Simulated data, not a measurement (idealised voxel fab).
Title: Process Module voxel self aligned vias
Displayed cross-section: cut, width of 175 nm, square cells sized 5 nm.
If you're reading a cross-section in this doc, picture square cells in a grid; it comes to you as bands, top ones listed first down to the bottom, and a band can be one or more rows of cells. A band entry consists of two parts. The first gives the height of the band's top and the height of its bottom, in nm. The rest lists the band's materials from left to right, each with its width in nm. A single material labelled with the word "edge to edge" fills the band from edge to edge, and the word "empty" marks empty space. Where do heights start? At 0: under that level the wafer as delivered is made of one material only. And the lowest band has no floor; it just carries on downward, as in "0 and below". So if you see something like "30..40" for the width, read it as the top row of the band sitting at the first number and the bottom row at the second, with every row in between moving by the same amount as the last. "nothing altered", as given for a step, is the statement that not any cell of the cross-section underwent a change during that step. Closed-off voids of 8+ cells (no open route to the top) go in "Completely enclosed voids", written width x height at distance from the left edge, in nm. Step line, after settings: the simulator's comment on this step. A step line may carry the setting "overlay nm", which, for steps involving a mask, states the distance by which the mask lay to the right of its intended position; negative values denote displacement to the left. Quick note on how to read the rest: it's all pairs. You get the cross-section before a process step and the one after, but the after one only goes down as far as the lowest band that changed. The step in between, with its settings, sits under the pair. Heads up, the pairs can come from different runs of this module on the same starting wafer, so don't assume a pair picks up from the one above unless its "Prior state" entry says it does.

Prior state
* 55 down to 40: 20 of SiO2 | 30 of empty | 70 of SiO2 | 30 of empty | 25 of SiO2
* 40 down to 35: SiN edge to edge
* 35 down to 30: 25 of SiO2 | 20 of SiN | 30 of SiO2 | 20 of SiN | 30 of SiO2 | 20 of SiN | 30 of SiO2
* 30 down to 20: 25 of SiO2 | 5 of TiN | 10 of W | 5 of TiN | 30 of SiO2 | 5 of TiN | 10 of W | 5 of TiN | 30 of SiO2 | 5 of TiN | 10 of W | 5 of TiN | 30 of SiO2
* 20 down to 15: 25 of SiO2 | 20 of TiN | 30 of SiO2 | 20 of TiN | 30 of SiO2 | 20 of TiN | 30 of SiO2
* 15 down to 10: SiCN edge to edge
* 10 down to 0: SiO2 edge to edge
* 0 and below: Si edge to edge
* Completely enclosed voids: none

Post-Process View
* 55 down to 40: 20 of SiO2 | 30 of empty | 70 of SiO2 | 30 of empty | 25 of SiO2
* 40 down to 35: 20 of SiN | 30 of empty | 70 of SiN | 30 of empty | 25 of SiN
* Beneath the level 35, the cross-section is identical to its previous state.
* Completely enclosed voids: none
The before and after cross-sections above are linked by MASKED_ETCH (tone open; mask id VIAS; width nm 30; pitch nm 100; etch materials SiN; depth nm 5; overlay nm 0)

Prior state: the pre-step structure is the one depicted after the step in the pair just above.

Post-Process View
* 60 down to 55: 25 of TiN | 20 of empty | 80 of TiN | 20 of empty | 30 of TiN
* 55 down to 40: 20 of SiO2 | 5 of TiN | 20 of empty | 5 of TiN | 70 of SiO2 | 5 of TiN | 20 of empty | 5 of TiN | 25 of SiO2
* 40 down to 35: 20 of SiN | 30 of TiN | 70 of SiN | 30 of TiN | 25 of SiN
* Beneath the level 35, the cross-section is identical to its previous state.
* Completely enclosed voids: none
The before and after cross-sections above are linked by CONFORMAL_DEP (material TiN; thk nm 5)

Prior state: the pre-step structure is the one depicted after the step in the pair just above.

Post-Process View
* 65 down to 60: Ru edge to edge
* 60 down to 55: 25 of TiN | 20 of Ru | 80 of TiN | 20 of Ru | 30 of TiN
* 55 down to 40: 20 of SiO2 | 5 of TiN | 20 of Ru | 5 of TiN | 70 of SiO2 | 5 of TiN | 20 of Ru | 5 of TiN | 25 of SiO2
* Beneath the level 40, the cross-section is identical to its previous state.
* Completely enclosed voids: none
The before and after cross-sections above are linked by FILL_DEP (material Ru; thk nm 5)

Prior state: the pre-step structure is the one depicted after the step in the pair just above.

Post-Process View
* 50 down to 40: 20 of SiO2 | 5 of TiN | 20 of Ru | 5 of TiN | 70 of SiO2 | 5 of TiN | 20 of Ru | 5 of TiN | 25 of SiO2
* Beneath the level 40, the cross-section is identical to its previous state.
* Completely enclosed voids: none
The before and after cross-sections above are linked by CMP (height nm 50)

Prior state: the pre-step structure is the one depicted after the step in the pair just above.

Post-Process View
* 55 down to 50: SiCN edge to edge
* Beneath the level 50, the cross-section is identical to its previous state.
* Completely enclosed voids: none
The before and after cross-sections above are linked by CONFORMAL_DEP (material SiCN; thk nm 5)

Prior state
* 45 down to 35: aC edge to edge
* 35 down to 15: SiO2 edge to edge
* 15 down to 10: SiCN edge to edge
* 10 down to 0: SiO2 edge to edge
* 0 and below: Si edge to edge
* Completely enclosed voids: none

Post-Process View
* 70 down to 45: 20 of resist | 30 of empty | 20 of resist | 30 of empty | 20 of resist | 30 of empty | 25 of resist
* Beneath the level 45, the cross-section is identical to its previous state.
* Completely enclosed voids: none
The before and after cross-sections above are linked by PATTERN (tone open; mask id LINES; material resist; width nm 30; pitch nm 50; thk nm 25; overlay nm 0)

Prior state: the pre-step structure is the one depicted after the step in the pair just above.

Post-Process View
* 60 down to 45: 20 of resist | 30 of empty | 20 of resist | 30 of empty | 20 of resist | 30 of empty | 25 of resist
* 45 down to 35: 20 of aC | 30 of empty | 20 of aC | 30 of empty | 20 of aC | 30 of empty | 25 of aC
* Beneath the level 35, the cross-section is identical to its previous state.
* Completely enclosed voids: none
The before and after cross-sections above are linked by DIRECTIONAL_ETCH (etch materials aC; depth nm 10)

Prior state: the pre-step structure is the one depicted after the step in the pair just above.

Post-Process View
* 45 down to 35: 20 of aC | 30 of empty | 20 of aC | 30 of empty | 20 of aC | 30 of empty | 25 of aC
* Beneath the level 35, the cross-section is identical to its previous state.
* Completely enclosed voids: none
The before and after cross-sections above are linked by STRIP (etch materials resist)

Prior state: the pre-step structure is the one depicted after the step in the pair just above.

Post-Process View
* 45 down to 35: 20 of aC | 30 of empty | 20 of aC | 30 of empty | 20 of aC | 30 of empty | 25 of aC
* 35 down to 15: 20 of SiO2 | 30 of empty | 20 of SiO2 | 30 of empty | 20 of SiO2 | 30 of empty | 25 of SiO2
* Beneath the level 15, the cross-section is identical to its previous state.
* Completely enclosed voids: none
The before and after cross-sections above are linked by DIRECTIONAL_ETCH (etch materials SiO2; depth nm 20)

Prior state: the pre-step structure is the one depicted after the step in the pair just above.

Post-Process View
* 35 down to 15: 20 of SiO2 | 30 of empty | 20 of SiO2 | 30 of empty | 20 of SiO2 | 30 of empty | 25 of SiO2
* Beneath the level 15, the cross-section is identical to its previous state.
* Completely enclosed voids: none
The before and after cross-sections above are linked by STRIP (etch materials aC)

Prior state: the pre-step structure is the one depicted after the step in the pair just above.

Post-Process View
* 40 down to 35: 25 of TiN | 20 of empty | 30 of TiN | 20 of empty | 30 of TiN | 20 of empty | 30 of TiN
* 35 down to 20: 20 of SiO2 | 5 of TiN | 20 of empty | 5 of TiN | 20 of SiO2 | 5 of TiN | 20 of empty | 5 of TiN | 20 of SiO2 | 5 of TiN | 20 of empty | 5 of TiN | 25 of SiO2
* 20 down to 15: 20 of SiO2 | 30 of TiN | 20 of SiO2 | 30 of TiN | 20 of SiO2 | 30 of TiN | 25 of SiO2
* Beneath the level 15, the cross-section is identical to its previous state.
* Completely enclosed voids: none
The before and after cross-sections above are linked by CONFORMAL_DEP (material TiN; thk nm 5)

Prior state: the pre-step structure is the one depicted after the step in the pair just above.

Post-Process View
* 45 down to 40: W edge to edge
* 40 down to 35: 25 of TiN | 20 of W | 30 of TiN | 20 of W | 30 of TiN | 20 of W | 30 of TiN
* 35 down to 20: 20 of SiO2 | 5 of TiN | 20 of W | 5 of TiN | 20 of SiO2 | 5 of TiN | 20 of W | 5 of TiN | 20 of SiO2 | 5 of TiN | 20 of W | 5 of TiN | 25 of SiO2
* Beneath the level 20, the cross-section is identical to its previous state.
* Completely enclosed voids: none
The before and after cross-sections above are linked by FILL_DEP (material W; thk nm 5)

Prior state: the pre-step structure is the one depicted after the step in the pair just above.

Post-Process View
* 35 down to 20: 20 of SiO2 | 5 of TiN | 20 of W | 5 of TiN | 20 of SiO2 | 5 of TiN | 20 of W | 5 of TiN | 20 of SiO2 | 5 of TiN | 20 of W | 5 of TiN | 25 of SiO2
* Beneath the level 20, the cross-section is identical to its previous state.
* Completely enclosed voids: none
The before and after cross-sections above are linked by CMP (height nm 35)

Prior state: the pre-step structure is the one depicted after the step in the pair just above.

Post-Process View
* 35 down to 30: 20 of SiO2 | 30 of empty | 20 of SiO2 | 30 of empty | 20 of SiO2 | 30 of empty | 25 of SiO2
* Beneath the level 30, the cross-section is identical to its previous state.
* Completely enclosed voids: none
The before and after cross-sections above are linked by SELECTIVE_ETCH (etch materials W Ru TiN; depth nm 5)

Prior state: the pre-step structure is the one depicted after the step in the pair just above.

Post-Process View
* 45 down to 35: SiN edge to edge
* 35 down to 30: 20 of SiO2 | 30 of SiN | 20 of SiO2 | 30 of SiN | 20 of SiO2 | 30 of SiN | 25 of SiO2
* Beneath the level 30, the cross-section is identical to its previous state.
* Completely enclosed voids: none
The before and after cross-sections above are linked by FILL_DEP (material SiN; thk nm 10)

Prior state: the pre-step structure is the one depicted after the step in the pair just above.

Post-Process View
* 35 down to 30: 20 of SiO2 | 30 of SiN | 20 of SiO2 | 30 of SiN | 20 of SiO2 | 30 of SiN | 25 of SiO2
* Beneath the level 30, the cross-section is identical to its previous state.
* Completely enclosed voids: none
The before and after cross-sections above are linked by CMP (height nm 35)

Prior state: the pre-step structure is the one depicted after the step in the pair just above.

Post-Process View
* 50 down to 35: SiO2 edge to edge
* Beneath the level 35, the cross-section is identical to its previous state.
* Completely enclosed voids: none
The before and after cross-sections above are linked by DIRECTIONAL_DEP (material SiO2; thk nm 15)

Prior state: the pre-step structure is the one depicted after the step in the pair just above.

Post-Process View
* 50 down to 35: 20 of SiO2 | 30 of empty | 70 of SiO2 | 30 of empty | 25 of SiO2
* Beneath the level 35, the cross-section is identical to its previous state.
* Completely enclosed voids: none
The before and after cross-sections above are linked by MASKED_ETCH (tone open; mask id VIAS; width nm 30; pitch nm 100; etch materials SiO2; depth nm 15; overlay nm 0)

Prior state: the pre-step structure is the one depicted after the step in the pair just above.

Post-Process View
* 50 down to 35: 20 of SiO2 | 30 of empty | 70 of SiO2 | 30 of empty | 25 of SiO2
* 35 down to 30: 20 of SiO2 | 30 of empty | 20 of SiO2 | 30 of SiN | 20 of SiO2 | 30 of empty | 25 of SiO2
* Beneath the level 30, the cross-section is identical to its previous state.
* Completely enclosed voids: none
The before and after cross-sections above are linked by MASKED_ETCH (tone open; mask id VIAS; width nm 30; pitch nm 100; etch materials SiN; depth nm 5; overlay nm 0)

Prior state: the pre-step structure is the one depicted after the step in the pair just above.

Post-Process View
* 55 down to 50: 25 of TiN | 20 of empty | 80 of TiN | 20 of empty | 30 of TiN
* 50 down to 35: 20 of SiO2 | 5 of TiN | 20 of empty | 5 of TiN | 70 of SiO2 | 5 of TiN | 20 of empty | 5 of TiN | 25 of SiO2
* 35 down to 30: 20 of SiO2 | 30 of TiN | 20 of SiO2 | 30 of SiN | 20 of SiO2 | 30 of TiN | 25 of SiO2
* Beneath the level 30, the cross-section is identical to its previous state.
* Completely enclosed voids: none
The before and after cross-sections above are linked by CONFORMAL_DEP (material TiN; thk nm 5)

Prior state: the pre-step structure is the one depicted after the step in the pair just above.

Post-Process View
* 60 down to 55: Ru edge to edge
* 55 down to 50: 25 of TiN | 20 of Ru | 80 of TiN | 20 of Ru | 30 of TiN
* 50 down to 35: 20 of SiO2 | 5 of TiN | 20 of Ru | 5 of TiN | 70 of SiO2 | 5 of TiN | 20 of Ru | 5 of TiN | 25 of SiO2
* Beneath the level 35, the cross-section is identical to its previous state.
* Completely enclosed voids: none
The before and after cross-sections above are linked by FILL_DEP (material Ru; thk nm 5)

Prior state: the pre-step structure is the one depicted after the step in the pair just above.

Post-Process View
* 50 down to 35: 20 of SiO2 | 5 of TiN | 20 of Ru | 5 of TiN | 70 of SiO2 | 5 of TiN | 20 of Ru | 5 of TiN | 25 of SiO2
* Beneath the level 35, the cross-section is identical to its previous state.
* Completely enclosed voids: none
The before and after cross-sections above are linked by CMP (height nm 50)

Prior state: the pre-step structure is the one depicted after the step in the pair just above.

Post-Process View
* 55 down to 50: SiCN edge to edge
* Beneath the level 50, the cross-section is identical to its previous state.
* Completely enclosed voids: none
The before and after cross-sections above are linked by CONFORMAL_DEP (material SiCN; thk nm 5)

Prior state
* 45 down to 35: aC edge to edge
* 35 down to 15: SiO2 edge to edge
* 15 down to 10: SiCN edge to edge
* 10 down to 0: SiO2 edge to edge
* 0 and below: Si edge to edge
* Completely enclosed voids: none

Post-Process View
* 70 down to 45: 15 of resist | 20 of empty | 30 of resist | 20 of empty | 30 of resist | 20 of empty | 40 of resist
* Beneath the level 45, the cross-section is identical to its previous state.
* Completely enclosed voids: none
The before and after cross-sections above are linked by PATTERN (tone open; mask id LINES; material resist; width nm 20; pitch nm 50; thk nm 25; overlay nm -10)

Prior state: the pre-step structure is the one depicted after the step in the pair just above.

Post-Process View
* 60 down to 45: 15 of resist | 20 of empty | 30 of resist | 20 of empty | 30 of resist | 20 of empty | 40 of resist
* 45 down to 35: 15 of aC | 20 of empty | 30 of aC | 20 of empty | 30 of aC | 20 of empty | 40 of aC
* Beneath the level 35, the cross-section is identical to its previous state.
* Completely enclosed voids: none
The before and after cross-sections above are linked by DIRECTIONAL_ETCH (etch materials aC; depth nm 10)

Prior state: the pre-step structure is the one depicted after the step in the pair just above.

Post-Process View
* 45 down to 35: 15 of aC | 20 of empty | 30 of aC | 20 of empty | 30 of aC | 20 of empty | 40 of aC
* Beneath the level 35, the cross-section is identical to its previous state.
* Completely enclosed voids: none
The before and after cross-sections above are linked by STRIP (etch materials resist)

Prior state: the pre-step structure is the one depicted after the step in the pair just above.

Post-Process View
* 45 down to 35: 15 of aC | 20 of empty | 30 of aC | 20 of empty | 30 of aC | 20 of empty | 40 of aC
* 35 down to 15: 15 of SiO2 | 20 of empty | 30 of SiO2 | 20 of empty | 30 of SiO2 | 20 of empty | 40 of SiO2
* Beneath the level 15, the cross-section is identical to its previous state.
* Completely enclosed voids: none
The before and after cross-sections above are linked by DIRECTIONAL_ETCH (etch materials SiO2; depth nm 20)

Prior state: the pre-step structure is the one depicted after the step in the pair just above.

Post-Process View
* 35 down to 15: 15 of SiO2 | 20 of empty | 30 of SiO2 | 20 of empty | 30 of SiO2 | 20 of empty | 40 of SiO2
* Beneath the level 15, the cross-section is identical to its previous state.
* Completely enclosed voids: none
The before and after cross-sections above are linked by STRIP (etch materials aC)

Prior state: the pre-step structure is the one depicted after the step in the pair just above.

Post-Process View
* 40 down to 35: 20 of TiN | 10 of empty | 40 of TiN | 10 of empty | 40 of TiN | 10 of empty | 45 of TiN
* 35 down to 20: 15 of SiO2 | 5 of TiN | 10 of empty | 5 of TiN | 30 of SiO2 | 5 of TiN | 10 of empty | 5 of TiN | 30 of SiO2 | 5 of TiN | 10 of empty | 5 of TiN | 40 of SiO2
* 20 down to 15: 15 of SiO2 | 20 of TiN | 30 of SiO2 | 20 of TiN | 30 of SiO2 | 20 of TiN | 40 of SiO2
* Beneath the level 15, the cross-section is identical to its previous state.
* Completely enclosed voids: none
The before and after cross-sections above are linked by CONFORMAL_DEP (material TiN; thk nm 5)

Prior state: the pre-step structure is the one depicted after the step in the pair just above.

Post-Process View
* 45 down to 40: W edge to edge
* 40 down to 35: 20 of TiN | 10 of W | 40 of TiN | 10 of W | 40 of TiN | 10 of W | 45 of TiN
* 35 down to 20: 15 of SiO2 | 5 of TiN | 10 of W | 5 of TiN | 30 of SiO2 | 5 of TiN | 10 of W | 5 of TiN | 30 of SiO2 | 5 of TiN | 10 of W | 5 of TiN | 40 of SiO2
* Beneath the level 20, the cross-section is identical to its previous state.
* Completely enclosed voids: none
The before and after cross-sections above are linked by FILL_DEP (material W; thk nm 5)

Prior state: the pre-step structure is the one depicted after the step in the pair just above.

Post-Process View
* 35 down to 20: 15 of SiO2 | 5 of TiN | 10 of W | 5 of TiN | 30 of SiO2 | 5 of TiN | 10 of W | 5 of TiN | 30 of SiO2 | 5 of TiN | 10 of W | 5 of TiN | 40 of SiO2
* Beneath the level 20, the cross-section is identical to its previous state.
* Completely enclosed voids: none
The before and after cross-sections above are linked by CMP (height nm 35)

Prior state: the pre-step structure is the one depicted after the step in the pair just above.

Post-Process View
* 35 down to 30: 15 of SiO2 | 20 of empty | 30 of SiO2 | 20 of empty | 30 of SiO2 | 20 of empty | 40 of SiO2
* Beneath the level 30, the cross-section is identical to its previous state.
* Completely enclosed voids: none
The before and after cross-sections above are linked by SELECTIVE_ETCH (etch materials W Ru TiN; depth nm 5)

Prior state: the pre-step structure is the one depicted after the step in the pair just above.

Post-Process View
* 45 down to 35: SiN edge to edge
* 35 down to 30: 15 of SiO2 | 20 of SiN | 30 of SiO2 | 20 of SiN | 30 of SiO2 | 20 of SiN | 40 of SiO2
* Beneath the level 30, the cross-section is identical to its previous state.
* Completely enclosed voids: none
The before and after cross-sections above are linked by FILL_DEP (material SiN; thk nm 10)

Prior state: the pre-step structure is the one depicted after the step in the pair just above.

Post-Process View
* 35 down to 30: 15 of SiO2 | 20 of SiN | 30 of SiO2 | 20 of SiN | 30 of SiO2 | 20 of SiN | 40 of SiO2
* Beneath the level 30, the cross-section is identical to its previous state.
* Completely enclosed voids: none
The before and after cross-sections above are linked by CMP (height nm 35)

Prior state: the pre-step structure is the one depicted after the step in the pair just above.

Post-Process View
* 50 down to 35: SiO2 edge to edge
* Beneath the level 35, the cross-section is identical to its previous state.
* Completely enclosed voids: none
The before and after cross-sections above are linked by DIRECTIONAL_DEP (material SiO2; thk nm 15)

Prior state: the pre-step structure is the one depicted after the step in the pair just above.

Post-Process View
* 50 down to 35: 20 of SiO2 | 30 of empty | 70 of SiO2 | 30 of empty | 25 of SiO2
* Beneath the level 35, the cross-section is identical to its previous state.
* Completely enclosed voids: none
The before and after cross-sections above are linked by MASKED_ETCH (tone open; mask id VIAS; width nm 30; pitch nm 100; etch materials SiO2; depth nm 15; overlay nm 0)

Prior state: the pre-step structure is the one depicted after the step in the pair just above.

Post-Process View
* 50 down to 35: 20 of SiO2 | 30 of empty | 70 of SiO2 | 30 of empty | 25 of SiO2
* 35 down to 30: 15 of SiO2 | 5 of SiN | 15 of empty | 30 of SiO2 | 20 of SiN | 30 of SiO2 | 5 of SiN | 15 of empty | 40 of SiO2
* Beneath the level 30, the cross-section is identical to its previous state.
* Completely enclosed voids: none
The before and after cross-sections above are linked by MASKED_ETCH (tone open; mask id VIAS; width nm 30; pitch nm 100; etch materials SiN; depth nm 5; overlay nm 0)

Prior state: the pre-step structure is the one depicted after the step in the pair just above.

Post-Process View
* 55 down to 50: 25 of TiN | 20 of empty | 80 of TiN | 20 of empty | 30 of TiN
* 50 down to 40: 20 of SiO2 | 5 of TiN | 20 of empty | 5 of TiN | 70 of SiO2 | 5 of TiN | 20 of empty | 5 of TiN | 25 of SiO2
* 40 down to 35: 20 of SiO2 | 5 of TiN | 5 of empty | 20 of TiN | 70 of SiO2 | 5 of TiN | 5 of empty | 20 of TiN | 25 of SiO2
* 35 down to 30: 15 of SiO2 | 5 of SiN | 15 of TiN | 30 of SiO2 | 20 of SiN | 30 of SiO2 | 5 of SiN | 15 of TiN | 40 of SiO2
* Beneath the level 30, the cross-section is identical to its previous state.
* Completely enclosed voids: none
The before and after cross-sections above are linked by CONFORMAL_DEP (material TiN; thk nm 5)

Prior state: the pre-step structure is the one depicted after the step in the pair just above.

Post-Process View
* 60 down to 55: Ru edge to edge
* 55 down to 50: 25 of TiN | 20 of Ru | 80 of TiN | 20 of Ru | 30 of TiN
* 50 down to 40: 20 of SiO2 | 5 of TiN | 20 of Ru | 5 of TiN | 70 of SiO2 | 5 of TiN | 20 of Ru | 5 of TiN | 25 of SiO2
* 40 down to 35: 20 of SiO2 | 5 of TiN | 5 of Ru | 20 of TiN | 70 of SiO2 | 5 of TiN | 5 of Ru | 20 of TiN | 25 of SiO2
* Beneath the level 35, the cross-section is identical to its previous state.
* Completely enclosed voids: none
The before and after cross-sections above are linked by FILL_DEP (material Ru; thk nm 5)

Prior state: the pre-step structure is the one depicted after the step in the pair just above.

Post-Process View
* 50 down to 40: 20 of SiO2 | 5 of TiN | 20 of Ru | 5 of TiN | 70 of SiO2 | 5 of TiN | 20 of Ru | 5 of TiN | 25 of SiO2
* Beneath the level 40, the cross-section is identical to its previous state.
* Completely enclosed voids: none
The before and after cross-sections above are linked by CMP (height nm 50)

Prior state: the pre-step structure is the one depicted after the step in the pair just above.

Post-Process View
* 55 down to 50: SiCN edge to edge
* Beneath the level 50, the cross-section is identical to its previous state.
* Completely enclosed voids: none
The before and after cross-sections above are linked by CONFORMAL_DEP (material SiCN; thk nm 5)

Prior state
* 10 down to 0: SiO2 edge to edge
* 0 and below: Si edge to edge
* Completely enclosed voids: none

Post-Process View
* 15 down to 0: SiO2 edge to edge
* Beneath the level 0, the cross-section is identical to its previous state.
* Completely enclosed voids: none
The before and after cross-sections above are linked by CONFORMAL_DEP (material SiO2; thk nm 5)

Prior state: the pre-step structure is the one depicted after the step in the pair just above.

Post-Process View
* 35 down to 0: SiO2 edge to edge
* Beneath the level 0, the cross-section is identical to its previous state.
* Completely enclosed voids: none
The before and after cross-sections above are linked by DIRECTIONAL_DEP (material SiO2; thk nm 20)

Prior state: the pre-step structure is the one depicted after the step in the pair just above.

Post-Process View
* 45 down to 35: aC edge to edge
* Beneath the level 35, the cross-section is identical to its previous state.
* Completely enclosed voids: none
The before and after cross-sections above are linked by DIRECTIONAL_DEP (material aC; thk nm 10)

Prior state: the pre-step structure is the one depicted after the step in the pair just above.

Post-Process View
* 70 down to 45: 25 of resist | 20 of empty | 30 of resist | 20 of empty | 30 of resist | 20 of empty | 30 of resist
* Beneath the level 45, the cross-section is identical to its previous state.
* Completely enclosed voids: none
The before and after cross-sections above are linked by PATTERN (tone open; mask id LINES; material resist; width nm 20; pitch nm 50; thk nm 25; overlay nm 0)

Prior state: the pre-step structure is the one depicted after the step in the pair just above.

Post-Process View
* 60 down to 45: 25 of resist | 20 of empty | 30 of resist | 20 of empty | 30 of resist | 20 of empty | 30 of resist
* 45 down to 35: 25 of aC | 20 of empty | 30 of aC | 20 of empty | 30 of aC | 20 of empty | 30 of aC
* Beneath the level 35, the cross-section is identical to its previous state.
* Completely enclosed voids: none
The before and after cross-sections above are linked by DIRECTIONAL_ETCH (etch materials aC; depth nm 10)

Prior state: the pre-step structure is the one depicted after the step in the pair just above.

Post-Process View
* 45 down to 35: 25 of aC | 20 of empty | 30 of aC | 20 of empty | 30 of aC | 20 of empty | 30 of aC
* Beneath the level 35, the cross-section is identical to its previous state.
* Completely enclosed voids: none
The before and after cross-sections above are linked by STRIP (etch materials resist)

Prior state: the pre-step structure is the one depicted after the step in the pair just above.

Post-Process View
* 45 down to 35: 25 of aC | 20 of empty | 30 of aC | 20 of empty | 30 of aC | 20 of empty | 30 of aC
* 35 down to 15: 25 of SiO2 | 20 of empty | 30 of SiO2 | 20 of empty | 30 of SiO2 | 20 of empty | 30 of SiO2
* Beneath the level 15, the cross-section is identical to its previous state.
* Completely enclosed voids: none
The before and after cross-sections above are linked by DIRECTIONAL_ETCH (etch materials SiO2; depth nm 20)

Prior state: the pre-step structure is the one depicted after the step in the pair just above.

Post-Process View
* 35 down to 15: 25 of SiO2 | 20 of empty | 30 of SiO2 | 20 of empty | 30 of SiO2 | 20 of empty | 30 of SiO2
* Beneath the level 15, the cross-section is identical to its previous state.
* Completely enclosed voids: none
The before and after cross-sections above are linked by STRIP (etch materials aC)

Prior state: the pre-step structure is the one depicted after the step in the pair just above.

Post-Process View
* 40 down to 35: 30 of TiN | 10 of empty | 40 of TiN | 10 of empty | 40 of TiN | 10 of empty | 35 of TiN
* 35 down to 20: 25 of SiO2 | 5 of TiN | 10 of empty | 5 of TiN | 30 of SiO2 | 5 of TiN | 10 of empty | 5 of TiN | 30 of SiO2 | 5 of TiN | 10 of empty | 5 of TiN | 30 of SiO2
* 20 down to 15: 25 of SiO2 | 20 of TiN | 30 of SiO2 | 20 of TiN | 30 of SiO2 | 20 of TiN | 30 of SiO2
* Beneath the level 15, the cross-section is identical to its previous state.
* Completely enclosed voids: none
The before and after cross-sections above are linked by CONFORMAL_DEP (material TiN; thk nm 5)

Prior state: the pre-step structure is the one depicted after the step in the pair just above.

Post-Process View
* 45 down to 40: W edge to edge
* 40 down to 35: 30 of TiN | 10 of W | 40 of TiN | 10 of W | 40 of TiN | 10 of W | 35 of TiN
* 35 down to 20: 25 of SiO2 | 5 of TiN | 10 of W | 5 of TiN | 30 of SiO2 | 5 of TiN | 10 of W | 5 of TiN | 30 of SiO2 | 5 of TiN | 10 of W | 5 of TiN | 30 of SiO2
* Beneath the level 20, the cross-section is identical to its previous state.
* Completely enclosed voids: none
The before and after cross-sections above are linked by FILL_DEP (material W; thk nm 5)

Prior state: the pre-step structure is the one depicted after the step in the pair just above.

Post-Process View
* 35 down to 20: 25 of SiO2 | 5 of TiN | 10 of W | 5 of TiN | 30 of SiO2 | 5 of TiN | 10 of W | 5 of TiN | 30 of SiO2 | 5 of TiN | 10 of W | 5 of TiN | 30 of SiO2
* Beneath the level 20, the cross-section is identical to its previous state.
* Completely enclosed voids: none
The before and after cross-sections above are linked by CMP (height nm 35)

Prior state: the pre-step structure is the one depicted after the step in the pair just above.

Post-Process View
* 35 down to 30: 25 of SiO2 | 20 of empty | 30 of SiO2 | 20 of empty | 30 of SiO2 | 20 of empty | 30 of SiO2
* Beneath the level 30, the cross-section is identical to its previous state.
* Completely enclosed voids: none
The before and after cross-sections above are linked by SELECTIVE_ETCH (etch materials W Ru TiN; depth nm 5)

Prior state: the pre-step structure is the one depicted after the step in the pair just above.

Post-Process View
* 45 down to 35: SiN edge to edge
* 35 down to 30: 25 of SiO2 | 20 of SiN | 30 of SiO2 | 20 of SiN | 30 of SiO2 | 20 of SiN | 30 of SiO2
* Beneath the level 30, the cross-section is identical to its previous state.
* Completely enclosed voids: none
The before and after cross-sections above are linked by FILL_DEP (material SiN; thk nm 10)

Prior state: the pre-step structure is the one depicted after the step in the pair just above.

Post-Process View
* 35 down to 30: 25 of SiO2 | 20 of SiN | 30 of SiO2 | 20 of SiN | 30 of SiO2 | 20 of SiN | 30 of SiO2
* Beneath the level 30, the cross-section is identical to its previous state.
* Completely enclosed voids: none
The before and after cross-sections above are linked by CMP (height nm 35)

Prior state: the pre-step structure is the one depicted after the step in the pair just above.

Post-Process View
* 50 down to 35: SiO2 edge to edge
* Beneath the level 35, the cross-section is identical to its previous state.
* Completely enclosed voids: none
The before and after cross-sections above are linked by DIRECTIONAL_DEP (material SiO2; thk nm 15)

Prior state: the pre-step structure is the one depicted after the step in the pair just above.

Post-Process View
* 50 down to 35: 20 of SiO2 | 30 of empty | 70 of SiO2 | 30 of empty | 25 of SiO2
* Beneath the level 35, the cross-section is identical to its previous state.
* Completely enclosed voids: none
The before and after cross-sections above are linked by MASKED_ETCH (tone open; mask id VIAS; width nm 30; pitch nm 100; etch materials SiO2; depth nm 15; overlay nm 0)

Prior state: the pre-step structure is the one depicted after the step in the pair just above.

Post-Process View
* 50 down to 35: 20 of SiO2 | 30 of empty | 70 of SiO2 | 30 of empty | 25 of SiO2
* 35 down to 30: 25 of SiO2 | 20 of empty | 30 of SiO2 | 20 of SiN | 30 of SiO2 | 20 of empty | 30 of SiO2
* Beneath the level 30, the cross-section is identical to its previous state.
* Completely enclosed voids: none
The before and after cross-sections above are linked by MASKED_ETCH (tone open; mask id VIAS; width nm 30; pitch nm 100; etch materials SiN; depth nm 5; overlay nm 0)

Prior state: the pre-step structure is the one depicted after the step in the pair just above.

Post-Process View
* 55 down to 50: 25 of TiN | 20 of empty | 80 of TiN | 20 of empty | 30 of TiN
* 50 down to 40: 20 of SiO2 | 5 of TiN | 20 of empty | 5 of TiN | 70 of SiO2 | 5 of TiN | 20 of empty | 5 of TiN | 25 of SiO2
* 40 down to 35: 20 of SiO2 | 10 of TiN | 10 of empty | 10 of TiN | 70 of SiO2 | 10 of TiN | 10 of empty | 10 of TiN | 25 of SiO2
* 35 down to 30: 25 of SiO2 | 20 of TiN | 30 of SiO2 | 20 of SiN | 30 of SiO2 | 20 of TiN | 30 of SiO2
* Beneath the level 30, the cross-section is identical to its previous state.
* Completely enclosed voids: none
The before and after cross-sections above are linked by CONFORMAL_DEP (material TiN; thk nm 5)

Prior state: the pre-step structure is the one depicted after the step in the pair just above.

Post-Process View
* 60 down to 55: Ru edge to edge
* 55 down to 50: 25 of TiN | 20 of Ru | 80 of TiN | 20 of Ru | 30 of TiN
* 50 down to 40: 20 of SiO2 | 5 of TiN | 20 of Ru | 5 of TiN | 70 of SiO2 | 5 of TiN | 20 of Ru | 5 of TiN | 25 of SiO2
* 40 down to 35: 20 of SiO2 | 10 of TiN | 10 of Ru | 10 of TiN | 70 of SiO2 | 10 of TiN | 10 of Ru | 10 of TiN | 25 of SiO2
* Beneath the level 35, the cross-section is identical to its previous state.
* Completely enclosed voids: none
The before and after cross-sections above are linked by FILL_DEP (material Ru; thk nm 5)

Prior state: the pre-step structure is the one depicted after the step in the pair just above.

Post-Process View
* 50 down to 40: 20 of SiO2 | 5 of TiN | 20 of Ru | 5 of TiN | 70 of SiO2 | 5 of TiN | 20 of Ru | 5 of TiN | 25 of SiO2
* Beneath the level 40, the cross-section is identical to its previous state.
* Completely enclosed voids: none
The before and after cross-sections above are linked by CMP (height nm 50)

Prior state: the pre-step structure is the one depicted after the step in the pair just above.

Post-Process View
* 55 down to 50: SiCN edge to edge
* Beneath the level 50, the cross-section is identical to its previous state.
* Completely enclosed voids: none
The before and after cross-sections above are linked by CONFORMAL_DEP (material SiCN; thk nm 5)
